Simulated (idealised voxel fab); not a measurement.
Name of the process module below: voxel gate over fins
Section cut is 155 nm wide and gridded with 5 nm square cells.
Heads up, the way a cross-section reads in here is a grid of square cells, handed over as bands from the top down, with every band being one or more rows of cells. Per band: top height and bottom height in nm, followed by the left-to-right materials and their widths in nm; "throughout" marks a single material spanning edge to edge, "empty" marks empty space. Heights are reckoned from 0. Under this level, the received wafer is all of one material. The bottommost band is open-ended downward, for example "0 down". A width given as "30..40" starts at the first number in the band's top row and ends at the second number in its bottom row, shifting by an equal amount at every step from row to row. Basically "nothing different" means that step didn't change any cell in the cross-section. In the "Closed voids list" entry, you get each enclosed empty space of 8 cells or more, one with no open way to the top, written width x height at distance, distance from the left edge, in nm. after a step's settings: what the simulator itself notes on the step. You can add "overlay nm" to a step's line. For a step with a mask, it describes how far the mask lay to the right of its planned position, and a negative number describes a lay to the left.

-- Planned process steps
1,RECEIVE, material Si
2,CONFORMAL_DEP, material SiN, thk nm 10
3,DIRECTIONAL_DEP, material aC, thk nm 10
4,PATTERN, tone cover, mask id FINS, material resist, width nm 15, pitch nm 35, thk nm 30, overlay nm 0
5,DIRECTIONAL_ETCH, etch materials aC, depth nm 10
6,STRIP, etch materials resist
7,DIRECTIONAL_ETCH, etch materials SiN, depth nm 10
8,DIRECTIONAL_ETCH, etch materials Si, depth nm 40
9,STRIP, etch materials aC
10,FILL_DEP, material SiO2, thk nm 10
11,CMP, height nm 10
12,SELECTIVE_ETCH, etch materials SiO2, depth nm 20
13,STRIP, etch materials SiN
14,CONFORMAL_DEP, material HfO2, thk nm 5
15,CONFORMAL_DEP, material TiN, thk nm 5
16,CONFORMAL_DEP, material TiAl, thk nm 5
17,CONFORMAL_DEP, material TiN, thk nm 5
18,FILL_DEP, material W, thk nm 15
19,CMP, height nm 30
20,CONFORMAL_DEP, material SiN, thk nm 5

-- First wafer, two in total, run as planned

-- Cross-section of the wafer as it came to us, i.e., already through step 1
	0 down  Si throughout
	Closed voids list: none

-- Presented here is a cross-section of the wafer after step 2 has been performed
	10 to 0  SiN throughout
	Rest of section, below 0: as before.

-- Presented here is a cross-section of the wafer after step 3 has been performed
	20 to 10  aC throughout
	Rest of section, below 10: as before.

-- Presented here is a cross-section of the wafer after step 4 has been performed
	50 to 20  empty: 35 | resist: 15 | empty: 20 | resist: 15 | empty: 20 | resist: 15 | empty: 35
	Rest of section, below 20: as before.

-- Presented here is a cross-section of the wafer after step 5 has been performed
	40 to 20  empty: 35 | resist: 15 | empty: 20 | resist: 15 | empty: 20 | resist: 15 | empty: 35
	20 to 10  empty: 35 | aC: 15 | empty: 20 | aC: 15 | empty: 20 | aC: 15 | empty: 35
	Rest of section, below 10: as before.

-- Presented here is a cross-section of the wafer after step 6 has been performed
	20 to 10  empty: 35 | aC: 15 | empty: 20 | aC: 15 | empty: 20 | aC: 15 | empty: 35
	Rest of section, below 10: as before.

-- Presented here is a cross-section of the wafer after step 7 has been performed
	20 to 10  empty: 35 | aC: 15 | empty: 20 | aC: 15 | empty: 20 | aC: 15 | empty: 35
	10 to 0  empty: 35 | SiN: 15 | empty: 20 | SiN: 15 | empty: 20 | SiN: 15 | empty: 35
	Rest of section, below 0: as before.

-- Presented here is a cross-section of the wafer after step 8 has been performed
	20 to 10  empty: 35 | aC: 15 | empty: 20 | aC: 15 | empty: 20 | aC: 15 | empty: 35
	10 to 0  empty: 35 | SiN: 15 | empty: 20 | SiN: 15 | empty: 20 | SiN: 15 | empty: 35
	0 to -40  empty: 35 | Si: 15 | empty: 20 | Si: 15 | empty: 20 | Si: 15 | empty: 35
	Rest of section, below -40: as before.

-- Presented here is a cross-section of the wafer after step 9 has been performed
	10 to 0  empty: 35 | SiN: 15 | empty: 20 | SiN: 15 | empty: 20 | SiN: 15 | empty: 35
	Rest of section, below 0: as before.

-- Presented here is a cross-section of the wafer after step 10 has been performed
	20 to 10  SiO2 throughout
	10 to 0  SiO2: 35 | SiN: 15 | SiO2: 20 | SiN: 15 | SiO2: 20 | SiN: 15 | SiO2: 35
	0 to -40  SiO2: 35 | Si: 15 | SiO2: 20 | Si: 15 | SiO2: 20 | Si: 15 | SiO2: 35
	Rest of section, below -40: as before.

-- Presented here is a cross-section of the wafer after step 11 has been performed
	10 to 0  SiO2: 35 | SiN: 15 | SiO2: 20 | SiN: 15 | SiO2: 20 | SiN: 15 | SiO2: 35
	Rest of section, below 0: as before.

-- Presented here is a cross-section of the wafer after step 12 has been performed
	10 to 0  empty: 35 | SiN: 15 | empty: 20 | SiN: 15 | empty: 20 | SiN: 15 | empty: 35
	0 to -10  empty: 35 | Si: 15 | empty: 20 | Si: 15 | empty: 20 | Si: 15 | empty: 35
	Rest of section, below -10: as before.

-- Presented here is a cross-section of the wafer after step 13 has been performed
	0 to -10  empty: 35 | Si: 15 | empty: 20 | Si: 15 | empty: 20 | Si: 15 | empty: 35
	Rest of section, below -10: as before.

-- Presented here is a cross-section of the wafer after step 14 has been performed
	5 to 0  empty: 30 | HfO2: 25 | empty: 10 | HfO2: 25 | empty: 10 | HfO2: 25 | empty: 30
	0 to -5  empty: 30 | HfO2: 5 | Si: 15 | HfO2: 5 | empty: 10 | HfO2: 5 | Si: 15 | HfO2: 5 | empty: 10 | HfO2: 5 | Si: 15 | HfO2: 5 | empty: 30
	-5 to -10  HfO2: 35 | Si: 15 | HfO2: 20 | Si: 15 | HfO2: 20 | Si: 15 | HfO2: 35
	Rest of section, below -10: as before.

-- Presented here is a cross-section of the wafer after step 15 has been performed
	10 to 5  empty: 25 | TiN: 105 | empty: 25
	5 to 0  empty: 25 | TiN: 5 | HfO2: 25 | TiN: 10 | HfO2: 25 | TiN: 10 | HfO2: 25 | TiN: 5 | empty: 25
	0 to -5  TiN: 30 | HfO2: 5 | Si: 15 | HfO2: 5 | TiN: 10 | HfO2: 5 | Si: 15 | HfO2: 5 | TiN: 10 | HfO2: 5 | Si: 15 | HfO2: 5 | TiN: 30
	Rest of section, below -5: as before.

-- Presented here is a cross-section of the wafer after step 16 has been performed
	15 to 10  empty: 20 | TiAl: 115 | empty: 20
	10 to 5  empty: 20 | TiAl: 5 | TiN: 105 | TiAl: 5 | empty: 20
	5 to 0  TiAl: 25 | TiN: 5 | HfO2: 25 | TiN: 10 | HfO2: 25 | TiN: 10 | HfO2: 25 | TiN: 5 | TiAl: 25
	Rest of section, below 0: as before.

-- Presented here is a cross-section of the wafer after step 17 has been performed
	20 to 15  empty: 15 | TiN: 125 | empty: 15
	15 to 10  empty: 15 | TiN: 5 | TiAl: 115 | TiN: 5 | empty: 15
	10 to 5  TiN: 20 | TiAl: 5 | TiN: 105 | TiAl: 5 | TiN: 20
	Rest of section, below 5: as before.

-- Presented here is a cross-section of the wafer after step 18 has been performed
	35 to 20  W throughout
	20 to 15  W: 15 | TiN: 125 | W: 15
	15 to 10  W: 15 | TiN: 5 | TiAl: 115 | TiN: 5 | W: 15
	Rest of section, below 10: as before.

-- Presented here is a cross-section of the wafer after step 19 has been performed
	30 to 20  W throughout
	Rest of section, below 20: as before.

-- Presented here is a cross-section of the wafer after step 20 has been performed
	35 to 30  SiN throughout
	Rest of section, below 30: as before.

-- The remaining wafer, second of the two, started like the first and was run to the same plan, except that one mistake was made along the way; the two coincide through step 16, inclusive

-- The second wafer in cross-section, at the planned close of step 17
	20 to 15  empty: 15 | SiO2: 125 | empty: 15
	15 to 10  empty: 15 | SiO2: 5 | TiAl: 115 | SiO2: 5 | empty: 15
	10 to 5  SiO2: 20 | TiAl: 5 | TiN: 105 | TiAl: 5 | SiO2: 20
	Rest of section, below 5: as before.

-- The second wafer in cross-section, at the planned close of step 18
	35 to 20  W throughout
	20 to 15  W: 15 | SiO2: 125 | W: 15
	15 to 10  W: 15 | SiO2: 5 | TiAl: 115 | SiO2: 5 | W: 15
	Rest of section, below 10: as before.

-- The second wafer in cross-section, at the planned close of step 19
	30 to 20  W throughout
	Rest of section, below 20: as before.

-- The second wafer in cross-section, at the planned close of step 20
	35 to 30  SiN throughout
	Rest of section, below 30: as before.
What was the processing mistake? step 17 ran as: CONFORMAL_DEP, material SiO2, thk nm 5
End of process, cell counts, second wafer against first, materials with more or fewer: +35 SiO2; -35 TiN
